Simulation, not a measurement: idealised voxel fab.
You're looking at the process module voxel local oxidation.
We display cut, a cross-section 270 nm in width whose square cells are each 5 nm.
We lay out every cross-section as a grid of square cells and spell it out in bands from the top down, where one band means one or more rows of cells. Read a band's entry like this: the first values are the height of its top and the height of its bottom in nm, and what follows is the sequence of materials from left to right, each with its width in nm. Note that "air" is empty space, and that a single material marked "everywhere" reaches across the band from edge to edge. Beneath 0, the wafer as received is one material, and that level is where height counting begins. The lowest band goes on downward without a bottom; it is written like "from 0 down". A width given as "30..40" starts at the first number in the band's top row and ends at the second number in its bottom row, shifting by an equal amount at every step from row to row. Take "no modifications" at face value: in the step it is given for, the cross-section changed in none of its cells. "Sealed internal cavities" means: voids of 8 cells or more that are shut off from the top with no open way through. Written width x height at distance, distance from the left edge, in nm. On each step's line, the part that comes after the settings is the simulator's own comment on the step. overlay nm: step with mask; distance mask lay right of planned place; negative value = left of planned place.

Listed below are the process steps as planned
1,RECEIVE: material Si
2,OXIDIZE: depth nm 5
3,CONFORMAL_DEP: material SiN, thk nm 10
4,DIRECTIONAL_DEP: material aC, thk nm 15
5,PATTERN: tone cover, mask id ACTIVE, material resist, width nm 120, thk nm 30, overlay nm 0
6,DIRECTIONAL_ETCH: etch materials aC, depth nm 15
7,STRIP: etch materials resist
8,DIRECTIONAL_ETCH: etch materials SiN, depth nm 10
9,STRIP: etch materials aC
10,SELECTIVE_ETCH: etch materials SiO2, depth nm 5
11,OXIDIZE: depth nm 10
12,STRIP: etch materials SiN

As received, after step 1
    from 0 down: Si everywhere
    Sealed internal cavities: none

Post-module cross-section: identical start and plan to those above, one misstep in execution
    from 0 to -5: air=80; SiO2=110; air=80
    from -5 to -10: SiO2 everywhere
    from -10 down: Si everywhere
    Sealed internal cavities: none
Heads up, the wafer didn't run the way we planned it: the process deviated at step 2: the operation and settings actually run there were OXIDIZE: depth nm 10
